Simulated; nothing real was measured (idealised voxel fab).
Title: Process Module voxel fin reveal
Square cell edge 5 nm, section width 235 nm, ID cut.
In this document a cross-section is written as a grid of square cells. It is given as a series of bands, listed from the top down, and a band is one or more rows of cells.
First you get the band's top height and its bottom height, in nm, and then the materials it's made of, left to right, with each width in nm. If you see a single material with "full width", that one covers the band edge to edge. "blank" is empty space.
The level at which height equals 0 is the one under which the wafer, as it arrives, is entirely one material. No lower edge exists for the bottom band, which continues downward and is notated as in "0 down".
Think of "30 to 40" as a width that walks from the first number to the second as you go down the band, top row to bottom row, taking equal-sized steps from row to row.
For the purposes of this document, the phrase "remains unaltered" attached to a step denotes that no cell within the cross-section was modified by that step.
Each empty space that has no open way to the top and spans at least 8 cells appears under "Closed cavity list" as width x height at distance, the distance counted from the left edge, all in nm.
Step line, after settings: the simulator's comment on this step.
Among the settings permitted on a step's line is "overlay nm"; applied to a step with a mask, it specifies the extent to which the mask lay to the right of its planned position, whereas a negative figure signifies a position to the left.
plan
1. RECEIVE with material Si
2. CONFORMAL_DEP with material SiN, thk nm 5
3. PATTERN with tone cover, mask id FINS, material resist, width nm 15, pitch nm 40, thk nm 20, overlay nm 0
4. DIRECTIONAL_ETCH with etch materials SiN, depth nm 5
5. DIRECTIONAL_ETCH with etch materials Si, depth nm 40
6. STRIP with etch materials resist
7. FILL_DEP with material SiO2, thk nm 10
8. CMP with height nm 5
9. SELECTIVE_ETCH with etch materials SiO2, depth nm 30
10. STRIP with etch materials SiN
11. CONFORMAL_DEP with material SiO2, thk nm 5
What follows covers the first of two wafers; it ran as planned
Wafer as received: cross-section following step 1
0 down = Si full width
Closed cavity list: none
The following cross-section depicts the wafer upon completion of step 2
5 to 0 = SiN full width
Under the height 0 nothing was changed.
The following cross-section depicts the wafer upon completion of step 3
25 to 5 = 50 nm blank, 15 nm resist, 25 nm blank, 15 nm resist, 25 nm blank, 15 nm resist, 25 nm blank, 15 nm resist, 50 nm blank
Under the height 5 nothing was changed.
The following cross-section depicts the wafer upon completion of step 4
25 to 5 = 50 nm blank, 15 nm resist, 25 nm blank, 15 nm resist, 25 nm blank, 15 nm resist, 25 nm blank, 15 nm resist, 50 nm blank
5 to 0 = 50 nm blank, 15 nm SiN, 25 nm blank, 15 nm SiN, 25 nm blank, 15 nm SiN, 25 nm blank, 15 nm SiN, 50 nm blank
Under the height 0 nothing was changed.
The following cross-section depicts the wafer upon completion of step 5
25 to 5 = 50 nm blank, 15 nm resist, 25 nm blank, 15 nm resist, 25 nm blank, 15 nm resist, 25 nm blank, 15 nm resist, 50 nm blank
5 to 0 = 50 nm blank, 15 nm SiN, 25 nm blank, 15 nm SiN, 25 nm blank, 15 nm SiN, 25 nm blank, 15 nm SiN, 50 nm blank
0 to -40 = 50 nm blank, 15 nm Si, 25 nm blank, 15 nm Si, 25 nm blank, 15 nm Si, 25 nm blank, 15 nm Si, 50 nm blank
Under the height -40 nothing was changed.
The following cross-section depicts the wafer upon completion of step 6
5 to 0 = 50 nm blank, 15 nm SiN, 25 nm blank, 15 nm SiN, 25 nm blank, 15 nm SiN, 25 nm blank, 15 nm SiN, 50 nm blank
Under the height 0 nothing was changed.
The following cross-section depicts the wafer upon completion of step 7
15 to 5 = SiO2 full width
5 to 0 = 50 nm SiO2, 15 nm SiN, 25 nm SiO2, 15 nm SiN, 25 nm SiO2, 15 nm SiN, 25 nm SiO2, 15 nm SiN, 50 nm SiO2
0 to -40 = 50 nm SiO2, 15 nm Si, 25 nm SiO2, 15 nm Si, 25 nm SiO2, 15 nm Si, 25 nm SiO2, 15 nm Si, 50 nm SiO2
Under the height -40 nothing was changed.
The following cross-section depicts the wafer upon completion of step 8
5 to 0 = 50 nm SiO2, 15 nm SiN, 25 nm SiO2, 15 nm SiN, 25 nm SiO2, 15 nm SiN, 25 nm SiO2, 15 nm SiN, 50 nm SiO2
Under the height 0 nothing was changed.
The following cross-section depicts the wafer upon completion of step 9
5 to 0 = 50 nm blank, 15 nm SiN, 25 nm blank, 15 nm SiN, 25 nm blank, 15 nm SiN, 25 nm blank, 15 nm SiN, 50 nm blank
0 to -25 = 50 nm blank, 15 nm Si, 25 nm blank, 15 nm Si, 25 nm blank, 15 nm Si, 25 nm blank, 15 nm Si, 50 nm blank
Under the height -25 nothing was changed.
The following cross-section depicts the wafer upon completion of step 10
0 to -25 = 50 nm blank, 15 nm Si, 25 nm blank, 15 nm Si, 25 nm blank, 15 nm Si, 25 nm blank, 15 nm Si, 50 nm blank
Under the height -25 nothing was changed.
The following cross-section depicts the wafer upon completion of step 11
5 to 0 = 45 nm blank, 25 nm SiO2, 15 nm blank, 25 nm SiO2, 15 nm blank, 25 nm SiO2, 15 nm blank, 25 nm SiO2, 45 nm blank
0 to -20 = 45 nm blank, 5 nm SiO2, 15 nm Si, 5 nm SiO2, 15 nm blank, 5 nm SiO2, 15 nm Si, 5 nm SiO2, 15 nm blank, 5 nm SiO2, 15 nm Si, 5 nm SiO2, 15 nm blank, 5 nm SiO2, 15 nm Si, 5 nm SiO2, 45 nm blank
-20 to -40 = 50 nm SiO2, 15 nm Si, 25 nm SiO2, 15 nm Si, 25 nm SiO2, 15 nm Si, 25 nm SiO2, 15 nm Si, 50 nm SiO2
Under the height -40 nothing was changed.
Second of two: same start, same plan, one run error; steps up to and including 10 match the first
Cross-sectional representation of the second wafer at the time designated in the plan for the completion of step 11: remains unaltered
Run error: step 11 from the plan never happened, it was just skipped
FYI, end of process, the second wafer has more or fewer cells of some materials than the first: -87 SiO2
